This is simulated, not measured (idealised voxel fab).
process module | voxel trench capacitor
cross-section cut | 210 nm wide | cells 5 nm
A cross-section is a grid of square cells, given in bands from the top down. A band is one or more rows of cells.
Each band's line starts with the height of the band's top and of its bottom, in nm. Then come its materials from left to right, each with its width in nm. One material with "throughout" fills the band from edge to edge. "air" is empty space.
Height 0 is the level under which the wafer as received is all one material. The lowest band goes on downwards, as in "0 down".
A width such as "30 to 40" changes by the same amount from each row of cells to the next, from the band's top row to its bottom row.
"no change" after a step means that no cell of the cross-section changed.
closed voids: empty space of 8 cells or more with no open way to the top, each as width x height at its distance from the left edge, in nm
after a step's settings: what the simulator itself notes on the step
overlay nm, on a step with a mask: how far to the right of its planned place the mask lay; to the left if negative
plan
1 op RECEIVE | material Si
2 op CONFORMAL_DEP | material SiN | thk nm 10
3 op DIRECTIONAL_DEP | material aC | thk nm 10
4 op PATTERN | tone open | mask id TRENCH | material resist | width nm 25 | pitch nm 50 | thk nm 25 | overlay nm 0
5 op DIRECTIONAL_ETCH | etch materials aC | depth nm 10
6 op STRIP | etch materials resist
7 op DIRECTIONAL_ETCH | etch materials SiN | depth nm 10
8 op DIRECTIONAL_ETCH | etch materials Si | depth nm 30
9 op STRIP | etch materials aC
10 op CONFORMAL_DEP | material SiO2 | thk nm 5
11 op FILL_DEP | material polySi | thk nm 5
12 op CMP | height nm 10
as received, after step 1
  0 down: Si throughout
  closed voids: none
first wafer at the end, as planned
  10 to 0: SiN 15 | SiO2 5 | polySi 15 | SiO2 5 | SiN 25 | SiO2 5 | polySi 15 | SiO2 5 | SiN 25 | SiO2 5 | polySi 15 | SiO2 5 | SiN 25 | SiO2 5 | polySi 15 | SiO2 5 | SiN 20
  0 to -25: Si 15 | SiO2 5 | polySi 15 | SiO2 5 | Si 25 | SiO2 5 | polySi 15 | SiO2 5 | Si 25 | SiO2 5 | polySi 15 | SiO2 5 | Si 25 | SiO2 5 | polySi 15 | SiO2 5 | Si 20
  -25 to -30: Si 15 | SiO2 25 | Si 25 | SiO2 25 | Si 25 | SiO2 25 | Si 25 | SiO2 25 | Si 20
  -30 down: Si throughout
  closed voids: none
second wafer at the end: like start, like plan, one mistake
  10 to 0: SiN 15 | SiO2 5 | polySi 15 | SiO2 5 | SiN 25 | SiO2 5 | polySi 15 | SiO2 5 | SiN 25 | SiO2 5 | polySi 15 | SiO2 5 | SiN 25 | SiO2 5 | polySi 15 | SiO2 5 | SiN 20
  0 to -55: Si 15 | SiO2 5 | polySi 15 | SiO2 5 | Si 25 | SiO2 5 | polySi 15 | SiO2 5 | Si 25 | SiO2 5 | polySi 15 | SiO2 5 | Si 25 | SiO2 5 | polySi 15 | SiO2 5 | Si 20
  -55 to -60: Si 15 | SiO2 25 | Si 25 | SiO2 25 | Si 25 | SiO2 25 | Si 25 | SiO2 25 | Si 20
  -60 down: Si throughout
  closed voids: none
what went wrong: step 8 was run twice
at the end the second wafer has, in cells: 120 fewer of Si | 48 more of SiO2 | 72 more of polySi
